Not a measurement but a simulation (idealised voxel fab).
process module | voxel wiring stack
cross-section cut | 250 nm wide | cells 5 nm
A cross-section is a grid of square cells, given in bands from the top down. A band is one or more rows of cells.
Each band's line starts with the height of the band's top and of its bottom, in nm. Then come its materials from left to right, each with its width in nm. One material with "throughout" fills the band from edge to edge. "air" is empty space.
Height 0 is the level under which the wafer as received is all one material. The lowest band goes on downwards, as in "0 down".
A width such as "30 to 40" changes by the same amount from each row of cells to the next, from the band's top row to its bottom row.
"no change" after a step means that no cell of the cross-section changed.
closed voids: empty space of 8 cells or more with no open way to the top, each as width x height at its distance from the left edge, in nm
after a step's settings: what the simulator itself notes on the step
overlay nm, on a step with a mask: how far to the right of its planned place the mask lay; to the left if negative
plan
1 op RECEIVE | material Si
2 op CONFORMAL_DEP | material SiO2 | thk nm 10
3 op DIRECTIONAL_DEP | material TiN | thk nm 5
4 op DIRECTIONAL_DEP | material Ru | thk nm 15
5 op DIRECTIONAL_DEP | material aC | thk nm 10
6 op PATTERN | tone cover | mask id METAL_1 | material resist | width nm 30 | pitch nm 50 | thk nm 25 | overlay nm 0
7 op DIRECTIONAL_ETCH | etch materials aC | depth nm 10
8 op STRIP | etch materials resist
9 op DIRECTIONAL_ETCH | etch materials Ru | depth nm 15
10 op DIRECTIONAL_ETCH | etch materials TiN | depth nm 5
11 op STRIP | etch materials aC
12 op FILL_DEP | material SiO2 | thk nm 5
13 op CMP | height nm 30
14 op CONFORMAL_DEP | material SiCN | thk nm 5
15 op DIRECTIONAL_DEP | material lowk | thk nm 30
16 op MASKED_ETCH | tone open | mask id METAL_2 | width nm 30 | pitch nm 50 | etch materials lowk | depth nm 20 | overlay nm 0
17 op MASKED_ETCH | tone open | mask id METAL_2_HOLES | width nm 15 | pitch nm 100 | etch materials lowk | depth nm 10 | overlay nm 0
18 op MASKED_ETCH | tone open | mask id METAL_2_HOLES | width nm 15 | pitch nm 100 | etch materials SiCN | depth nm 5 | overlay nm 0
19 op CONFORMAL_DEP | material TiN | thk nm 5
20 op FILL_DEP | material Ru | thk nm 5
21 op CMP | height nm 65
22 op CONFORMAL_DEP | material SiCN | thk nm 5
23 op DIRECTIONAL_DEP | material lowk | thk nm 10
24 op PATTERN | tone open | mask id PLUG_2 | material resist | width nm 15 | pitch nm 50 | thk nm 20 | overlay nm 0
25 op DIRECTIONAL_ETCH | etch materials lowk | depth nm 10
26 op DIRECTIONAL_ETCH | etch materials SiCN | depth nm 5
27 op STRIP | etch materials resist
28 op EPI | material Ru | thk nm 10
29 op EPI | material Ru | thk nm 5
30 op CONFORMAL_DEP | material SiCN | thk nm 5
31 op DIRECTIONAL_DEP | material SiO2 | thk nm 25
32 op PATTERN | tone open | mask id METAL_3 | material resist | width nm 30 | pitch nm 50 | thk nm 15 | overlay nm 0
33 op DIRECTIONAL_ETCH | etch materials SiO2 | depth nm 25
34 op DIRECTIONAL_ETCH | etch materials SiCN | depth nm 5
35 op STRIP | etch materials resist
36 op CONFORMAL_DEP | material TiN | thk nm 5
37 op FILL_DEP | material Ru | thk nm 5
38 op CMP | height nm 110
39 op CONFORMAL_DEP | material SiN | thk nm 5
as received, after step 1
  0 down: Si throughout
  closed voids: none
first wafer at the end, as planned
  115 to 110: SiN throughout
  110 to 85: SiO2 60 | TiN 5 | Ru 20 | TiN 5 | SiO2 20 | TiN 5 | Ru 20 | TiN 5 | SiO2 20 | TiN 5 | Ru 20 | TiN 5 | SiO2 60
  85 to 80: SiCN 60 | TiN 30 | SiCN 20 | TiN 30 | SiCN 20 | TiN 30 | SiCN 60
  80 to 70: lowk 60 | Ru 15 | lowk 35 | Ru 15 | lowk 35 | Ru 15 | lowk 75
  70 to 65: SiCN 60 | Ru 15 | SiCN 35 | Ru 15 | SiCN 35 | Ru 15 | SiCN 75
  65 to 50: lowk 60 | TiN 5 | Ru 20 | TiN 5 | lowk 20 | TiN 5 | Ru 20 | TiN 5 | lowk 20 | TiN 5 | Ru 20 | TiN 5 | lowk 60
  50 to 45: lowk 60 | TiN 5 | Ru 5 | TiN 20 | lowk 20 | TiN 30 | lowk 20 | TiN 5 | Ru 5 | TiN 20 | lowk 60
  45 to 35: lowk 60 | TiN 5 | Ru 5 | TiN 5 | lowk 85 | TiN 5 | Ru 5 | TiN 5 | lowk 75
  35 to 30: SiCN 60 | TiN 15 | SiCN 85 | TiN 15 | SiCN 75
  30 to 15: SiO2 60 | Ru 30 | SiO2 20 | Ru 30 | SiO2 20 | Ru 30 | SiO2 60
  15 to 10: SiO2 60 | TiN 30 | SiO2 20 | TiN 30 | SiO2 20 | TiN 30 | SiO2 60
  10 to 0: SiO2 throughout
  0 down: Si throughout
  closed voids: none
second wafer at the end: like start, like plan, one mistake
  115 to 110: SiN throughout
  110 to 85: SiO2 60 | TiN 5 | Ru 20 | TiN 5 | SiO2 20 | TiN 5 | Ru 20 | TiN 5 | SiO2 20 | TiN 5 | Ru 20 | TiN 5 | SiO2 60
  85 to 80: SiCN 60 | TiN 30 | SiCN 20 | TiN 30 | SiCN 20 | TiN 30 | SiCN 60
  80 to 70: lowk 60 | Ru 15 | lowk 35 | Ru 15 | lowk 35 | Ru 15 | lowk 75
  70 to 65: SiCN 60 | Ru 15 | SiCN 35 | Ru 15 | SiCN 35 | Ru 15 | SiCN 75
  65 to 60: Ru throughout
  60 to 55: TiN 65 | Ru 20 | TiN 30 | Ru 20 | TiN 30 | Ru 20 | TiN 65
  55 to 40: lowk 60 | TiN 5 | Ru 20 | TiN 5 | lowk 20 | TiN 5 | Ru 20 | TiN 5 | lowk 20 | TiN 5 | Ru 20 | TiN 5 | lowk 60
  40 to 35: lowk 60 | TiN 5 | Ru 5 | TiN 20 | lowk 20 | TiN 30 | lowk 20 | TiN 5 | Ru 5 | TiN 20 | lowk 60
  35 to 25: lowk 60 | TiN 5 | Ru 5 | TiN 5 | lowk 85 | TiN 5 | Ru 5 | TiN 5 | lowk 75
  25 to 20: SiCN 60 | TiN 15 | SiCN 85 | TiN 15 | SiCN 75
  20 to 15: SiO2 60 | Ru 30 | SiO2 20 | Ru 30 | SiO2 20 | Ru 30 | SiO2 60
  15 to 10: SiO2 60 | TiN 30 | SiO2 20 | TiN 30 | SiO2 20 | TiN 30 | SiO2 60
  10 to 0: SiO2 throughout
  0 down: Si throughout
  closed voids: none
what went wrong: step 13 ran as: op CMP | height nm 20
at the end the second wafer has, in cells: 26 more of Ru | 64 fewer of SiO2 | 38 more of TiN
